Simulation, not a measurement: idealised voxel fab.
Herein follows the process module entitled voxel released beams.
Square cells of 5 nm make up the cross-section cut, whose width is 170 nm.
Cross-section format: a grid of square cells, given as bands from top to bottom; each band is one or more rows of cells. Within each band entry, the heights of the top and of the bottom of the band appear first, in that order and in nm; the materials of the band then follow from left to right, each with its corresponding width in nm. The designation "full width" on a single material indicates that it fills the band from edge to edge; the designation "blank" indicates empty space. Zero point of the height axis is 0; under it, received wafer = one material. Lowest band: continues down indefinitely, "from 0 down". With a width like "30..40", each row of cells in the band differs from the next by the same amount, the top row carrying the first number and the bottom row the second. "changes: none" means the step left every cell of the cross-section as it was. Enclosed voids (no open way to top), threshold 8 cells or more, entry "Sealed void list", notation width x height at distance, distance from left edge, nm. Where a step's line continues beyond its settings, the continuation is a remark by the simulator itself on that step. "overlay nm" denotes, for a step that has a mask, the displacement of the mask to the right of its planned place, with negative values corresponding to the left.
**Below is the list of planned process steps**
step 1: RECEIVE (material Si)
step 2: CONFORMAL_DEP (material Al2O3; thk nm 5)
step 3: DIRECTIONAL_DEP (material SiO2; thk nm 20)
step 4: PATTERN (tone open; mask id ANCHOR; material resist; width nm 40; thk nm 20; overlay nm 0)
step 5: DIRECTIONAL_ETCH (etch materials SiO2; depth nm 20)
step 6: STRIP (etch materials resist)
step 7: CONFORMAL_DEP (material SiN; thk nm 15)
step 8: MASKED_ETCH (tone cover; mask id BEAM; width nm 85; etch materials SiN; depth nm 15; overlay nm 0)
step 9: STRIP (etch materials SiO2)
**As-received state of the wafer in cross-section, equivalent to post-step 1**
	from 0 down = Si full width
	Sealed void list: none
**Cross-section taken at module completion on the first of two wafers; processed per the plan**
	from 40 to 25 = blank=40; SiN=20; blank=10; SiN=55; blank=45
	from 25 to 20 = blank=45; SiN=15; blank=10; SiN=15; blank=85
	from 20 to 5 = blank=45; SiN=40; blank=85
	from 5 to 0 = Al2O3 full width
	from 0 down = Si full width
	Sealed void list: none
**second wafer at the end: like start, like plan, one mistake**
	from 35 to 20 = blank=40; SiN=20; blank=10; SiN=55; blank=45
	from 20 to 15 = blank=45; SiN=15; blank=10; SiN=15; blank=85
	from 15 to 0 = blank=45; SiN=40; blank=85
	from 0 down = Si full width
	Sealed void list: none
Finding, execution versus plan: heads up, step 2 of the plan was skipped and never actually ran
Wafer comparison, final, in cells, second relative to first, materials more or fewer: -34 Al2O3
